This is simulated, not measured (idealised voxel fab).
The name of this process module is voxel spacer lines.
The cross-section shown here is cut; it is 265 nm wide and divided into square cells measuring 5 nm on a side.
Notation: cross-section as square-cell grid; stated in bands, top first, going down; one or more cell rows per band. Look at the band entry: it leads with the top's height and the bottom's height in nm. Then it lists the materials left to right, with a width in nm for each. The word "full width" on a single material says that material fills the band edge to edge. The word "empty" is empty space. The level at which height equals 0 is the one under which the wafer, as it arrives, is entirely one material. No lower edge exists for the bottom band, which continues downward and is notated as in "0 and below". Top row gets the first number, bottom row gets the second, and each row in between changes by the same step: that is how a band width like "30 to 40" works. It should be understood that the words "nothing got changed", when stated for a given step, signify that the cross-section underwent no change in any of its cells during that step. What "Closed void table" gives you is every empty space of 8 cells or more that is cut off from the top. Each appears as width x height at distance, with the distance taken from the left edge and width, height and distance all in nm. Post-settings text on a step line: simulator's own remark regarding the step. overlay nm: on a step with a mask, how far right of its planned place the mask lay; negative means left.

## Here's what the planned process steps look like
1: RECEIVE with material Si
2: CONFORMAL_DEP with material SiO2, thk nm 5
3: DIRECTIONAL_DEP with material TiN, thk nm 20
4: DIRECTIONAL_DEP with material polySi, thk nm 25
5: PATTERN with tone cover, mask id MANDREL, material resist, width nm 15, pitch nm 60, thk nm 35, overlay nm 0
6: DIRECTIONAL_ETCH with etch materials polySi, depth nm 25
7: STRIP with etch materials resist
8: CONFORMAL_DEP with material SiN, thk nm 15
9: DIRECTIONAL_ETCH with etch materials SiN, depth nm 15
10: STRIP with etch materials polySi
11: DIRECTIONAL_ETCH with etch materials TiN, depth nm 20
12: STRIP with etch materials SiN

## First wafer out of two, processed as planned

## as received, after step 1
> 0 and below = Si full width
> Closed void table: none

## Wafer after step 2 (cross-section)
> 5 down to 0 = SiO2 full width
> Everything below 0 is unchanged.

## Wafer after step 3 (cross-section)
> 25 down to 5 = TiN full width
> Everything below 5 is unchanged.

## Wafer after step 4 (cross-section)
> 50 down to 25 = polySi full width
> Everything below 25 is unchanged.

## Wafer after step 5 (cross-section)
> 85 down to 50 = 95 of empty / 15 of resist / 45 of empty / 15 of resist / 95 of empty
> Everything below 50 is unchanged.

## Wafer after step 6 (cross-section)
> 85 down to 50 = 95 of empty / 15 of resist / 45 of empty / 15 of resist / 95 of empty
> 50 down to 25 = 95 of empty / 15 of polySi / 45 of empty / 15 of polySi / 95 of empty
> Everything below 25 is unchanged.

## Wafer after step 7 (cross-section)
> 50 down to 25 = 95 of empty / 15 of polySi / 45 of empty / 15 of polySi / 95 of empty
> Everything below 25 is unchanged.

## Wafer after step 8 (cross-section)
> 65 down to 50 = 80 of empty / 45 of SiN / 15 of empty / 45 of SiN / 80 of empty
> 50 down to 40 = 80 of empty / 15 of SiN / 15 of polySi / 15 of SiN / 15 of empty / 15 of SiN / 15 of polySi / 15 of SiN / 80 of empty
> 40 down to 25 = 95 of SiN / 15 of polySi / 45 of SiN / 15 of polySi / 95 of SiN
> Everything below 25 is unchanged.

## Wafer after step 9 (cross-section)
> 50 down to 25 = 80 of empty / 15 of SiN / 15 of polySi / 15 of SiN / 15 of empty / 15 of SiN / 15 of polySi / 15 of SiN / 80 of empty
> Everything below 25 is unchanged.

## Wafer after step 10 (cross-section)
> 50 down to 25 = 80 of empty / 15 of SiN / 15 of empty / 15 of SiN / 15 of empty / 15 of SiN / 15 of empty / 15 of SiN / 80 of empty
> Everything below 25 is unchanged.

## Wafer after step 11 (cross-section)
> 50 down to 25 = 80 of empty / 15 of SiN / 15 of empty / 15 of SiN / 15 of empty / 15 of SiN / 15 of empty / 15 of SiN / 80 of empty
> 25 down to 5 = 80 of empty / 15 of TiN / 15 of empty / 15 of TiN / 15 of empty / 15 of TiN / 15 of empty / 15 of TiN / 80 of empty
> Everything below 5 is unchanged.

## Wafer after step 12 (cross-section)
> 25 down to 5 = 80 of empty / 15 of TiN / 15 of empty / 15 of TiN / 15 of empty / 15 of TiN / 15 of empty / 15 of TiN / 80 of empty
> Everything below 5 is unchanged.

## Second wafer. Start and plan as for the first. One mistake made in running. Agrees with the first up to and including step 4

## At the planned end of step 5, the second wafer in cross-section
> 85 down to 50 = 85 of empty / 15 of resist / 45 of empty / 15 of resist / 105 of empty
> Everything below 50 is unchanged.

## At the planned end of step 6, the second wafer in cross-section
> 85 down to 50 = 85 of empty / 15 of resist / 45 of empty / 15 of resist / 105 of empty
> 50 down to 25 = 85 of empty / 15 of polySi / 45 of empty / 15 of polySi / 105 of empty
> Everything below 25 is unchanged.

## At the planned end of step 7, the second wafer in cross-section
> 50 down to 25 = 85 of empty / 15 of polySi / 45 of empty / 15 of polySi / 105 of empty
> Everything below 25 is unchanged.

## At the planned end of step 8, the second wafer in cross-section
> 65 down to 50 = 70 of empty / 45 of SiN / 15 of empty / 45 of SiN / 90 of empty
> 50 down to 40 = 70 of empty / 15 of SiN / 15 of polySi / 15 of SiN / 15 of empty / 15 of SiN / 15 of polySi / 15 of SiN / 90 of empty
> 40 down to 25 = 85 of SiN / 15 of polySi / 45 of SiN / 15 of polySi / 105 of SiN
> Everything below 25 is unchanged.

## At the planned end of step 9, the second wafer in cross-section
> 50 down to 25 = 70 of empty / 15 of SiN / 15 of polySi / 15 of SiN / 15 of empty / 15 of SiN / 15 of polySi / 15 of SiN / 90 of empty
> Everything below 25 is unchanged.

## At the planned end of step 10, the second wafer in cross-section
> 50 down to 25 = 70 of empty / 15 of SiN / 15 of empty / 15 of SiN / 15 of empty / 15 of SiN / 15 of empty / 15 of SiN / 90 of empty
> Everything below 25 is unchanged.

## At the planned end of step 11, the second wafer in cross-section
> 50 down to 25 = 70 of empty / 15 of SiN / 15 of empty / 15 of SiN / 15 of empty / 15 of SiN / 15 of empty / 15 of SiN / 90 of empty
> 25 down to 5 = 70 of empty / 15 of TiN / 15 of empty / 15 of TiN / 15 of empty / 15 of TiN / 15 of empty / 15 of TiN / 90 of empty
> Everything below 5 is unchanged.

## At the planned end of step 12, the second wafer in cross-section
> 25 down to 5 = 70 of empty / 15 of TiN / 15 of empty / 15 of TiN / 15 of empty / 15 of TiN / 15 of empty / 15 of TiN / 90 of empty
> Everything below 5 is unchanged.
The mistake made against the process plan was this: step 5 did not use the planned setting and instead ran as PATTERN with tone cover, mask id MANDREL, material resist, width nm 15, pitch nm 60, thk nm 35, overlay nm -10
Cell counts per material: same on both final wafers. Positions: different.
